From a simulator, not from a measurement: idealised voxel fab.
The process module presented herein is designated voxel tone inversion.
The cross-section on display is named cut; it measures 175 nm wide, and its cells are 5 nm squares.
Think of the cross-section as a grid of square cells. We describe it in bands, top to bottom, and each band covers one or more rows of those cells. Each band's line starts with the height of the band's top and of its bottom, in nm. Then come its materials from left to right, each with its width in nm. One material with "full width" fills the band from edge to edge. "blank" is empty space. The reference from which all heights are counted is 0, the level beneath which the as-received wafer is entirely one material; the lowest band, having no lower bound, proceeds downward and is written after the example "0 and below". Width "30 to 40": first value at the band's top row of cells, second value at its bottom row, equal change from row to row. When a step is marked "nothing got changed", none of the cells in the cross-section changed during that step. In "Trapped voids" the enclosed voids are listed, meaning empty spaces of 8 cells or larger without any opening to the top. The form is width x height at distance, distance from the left edge, units nm. If you see something after the settings on a step's line, that's the simulator's own remark about that step. overlay nm: on a step with a mask, how far right of its planned place the mask lay; negative means left.
Process steps - plan
1) RECEIVE, material Si
2) CONFORMAL_DEP, material SiN, thk nm 5
3) DIRECTIONAL_DEP, material aC, thk nm 15
4) PATTERN, tone cover, mask id POSTS, material resist, width nm 25, pitch nm 55, thk nm 20, overlay nm 0
5) DIRECTIONAL_ETCH, etch materials aC, depth nm 15
6) STRIP, etch materials resist
7) FILL_DEP, material lowk, thk nm 5
8) CMP, height nm 20
9) STRIP, etch materials aC
10) CONFORMAL_DEP, material TiN, thk nm 5
11) FILL_DEP, material Ru, thk nm 5
12) CMP, height nm 20
13) CONFORMAL_DEP, material SiCN, thk nm 5
Wafers differ in thk nm at step 13; plan lists the first wafer's value; identical starting state.
As received, i.e. after step 1: cross-section through the first of several wafers
0 and below | Si full width
Trapped voids: none
The cross-section of the first of several wafers is given below for the end of the module, after its final step, step 13
25 down to 20 | SiCN full width
20 down to 10 | lowk 20 nm / TiN 5 nm / Ru 15 nm / TiN 5 nm / lowk 30 nm / TiN 5 nm / Ru 15 nm / TiN 5 nm / lowk 30 nm / TiN 5 nm / Ru 15 nm / TiN 5 nm / lowk 20 nm
10 down to 5 | lowk 20 nm / TiN 25 nm / lowk 30 nm / TiN 25 nm / lowk 30 nm / TiN 25 nm / lowk 20 nm
5 down to 0 | SiN full width
0 and below | Si full width
Trapped voids: none
Sectional view of the last wafer upon completion of the module
40 down to 20 | SiCN full width
20 down to 10 | lowk 20 nm / TiN 5 nm / Ru 15 nm / TiN 5 nm / lowk 30 nm / TiN 5 nm / Ru 15 nm / TiN 5 nm / lowk 30 nm / TiN 5 nm / Ru 15 nm / TiN 5 nm / lowk 20 nm
10 down to 5 | lowk 20 nm / TiN 25 nm / lowk 30 nm / TiN 25 nm / lowk 30 nm / TiN 25 nm / lowk 20 nm
5 down to 0 | SiN full width
0 and below | Si full width
Trapped voids: none
Each row below is a wafer at the end of the module, listing for every material the number of cells it has gained (+) or lost (-) since it was received, followed by its closed voids
thk nm 5, +18 Ru, +35 SiCN, +35 SiN, +27 TiN, +60 lowk, Trapped voids: none
thk nm 10, +18 Ru, +70 SiCN, +35 SiN, +27 TiN, +60 lowk, Trapped voids: none
thk nm 15, +18 Ru, +105 SiCN, +35 SiN, +27 TiN, +60 lowk, Trapped voids: none
thk nm 20, +18 Ru, +140 SiCN, +35 SiN, +27 TiN, +60 lowk, Trapped voids: none
